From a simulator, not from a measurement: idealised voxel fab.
Process module in this document: voxel trench capacitor
We display cut, a cross-section 245 nm in width whose square cells are each 5 nm.
When this document writes out a cross-section, it uses a grid of square cells and lists it as bands, beginning at the top and moving down, with a band standing for one or more rows of cells.
Band entry format. Leading values: height of top, height of bottom, nm. Remainder: materials in left-to-right order, each with its width in nm. Special words: "edge to edge" on a single material, which then fills the band edge to edge; "blank", empty space.
Height 0 is the level under which the wafer as received is all one material. The lowest band goes on downwards, as in "0..down".
With a width like "30->40", each row of cells in the band differs from the next by the same amount, the top row carrying the first number and the bottom row the second.
Key: "no change" - step with no changed cell in the cross-section.
"Voids, sealed" means: voids of 8 cells or more that are shut off from the top with no open way through. Written width x height at distance, distance from the left edge, in nm.
Text after the settings on a step's line: the simulator's own remark on that step.
The "overlay nm" setting may appear on a step's line; for a step that uses a mask, it gives how far to the right of its planned position the mask lay, and a negative value indicates the left.

# So here's the lineup of process steps we planned
1. RECEIVE [material Si]
2. CONFORMAL_DEP [material SiN] [thk nm 5]
3. PATTERN [tone open] [mask id TRENCH] [material resist] [width nm 25] [pitch nm 50] [thk nm 15] [overlay nm 0]
4. DIRECTIONAL_ETCH [etch materials SiN] [depth nm 5]
5. DIRECTIONAL_ETCH [etch materials Si] [depth nm 40]
6. STRIP [etch materials resist]
7. CONFORMAL_DEP [material Al2O3] [thk nm 5]
8. CONFORMAL_DEP [material TiN] [thk nm 5]
9. FILL_DEP [material W] [thk nm 10]
10. CMP [height nm 5]

# Incoming wafer in cross-section (state: after step 1)
    0..down | Si edge to edge
    Voids, sealed: none

# Sectioned view, first of two wafers, at the close of the module, processed as intended in the plan
    5..0 | SiN (85), then Al2O3 (5), then TiN (5), then W (5), then TiN (5), then Al2O3 (5), then SiN (25), then Al2O3 (5), then TiN (5), then W (5), then TiN (5), then Al2O3 (5), then SiN (85)
    0..-30 | Si (85), then Al2O3 (5), then TiN (5), then W (5), then TiN (5), then Al2O3 (5), then Si (25), then Al2O3 (5), then TiN (5), then W (5), then TiN (5), then Al2O3 (5), then Si (85)
    -30..-35 | Si (85), then Al2O3 (5), then TiN (15), then Al2O3 (5), then Si (25), then Al2O3 (5), then TiN (15), then Al2O3 (5), then Si (85)
    -35..-40 | Si (85), then Al2O3 (25), then Si (25), then Al2O3 (25), then Si (85)
    -40..down | Si edge to edge
    Voids, sealed: none

# So this is wafer number two of the two, cut at the end of the module - it started where the first did and had the same plan, we just got one thing wrong running it
    5..0 | SiN (85), then TiN (10), then W (5), then TiN (10), then SiN (25), then TiN (10), then W (5), then TiN (10), then SiN (85)
    0..-30 | Si (85), then TiN (10), then W (5), then TiN (10), then Si (25), then TiN (10), then W (5), then TiN (10), then Si (85)
    -30..-40 | Si (85), then TiN (25), then Si (25), then TiN (25), then Si (85)
    -40..down | Si edge to edge
    Voids, sealed: none
What broke from the plan during processing? step 7 deviated from plan and actually ran as CONFORMAL_DEP [material TiN] [thk nm 5]
Cell-count delta at end, second wafer over first, by material: Al2O3 -42 | TiN +42
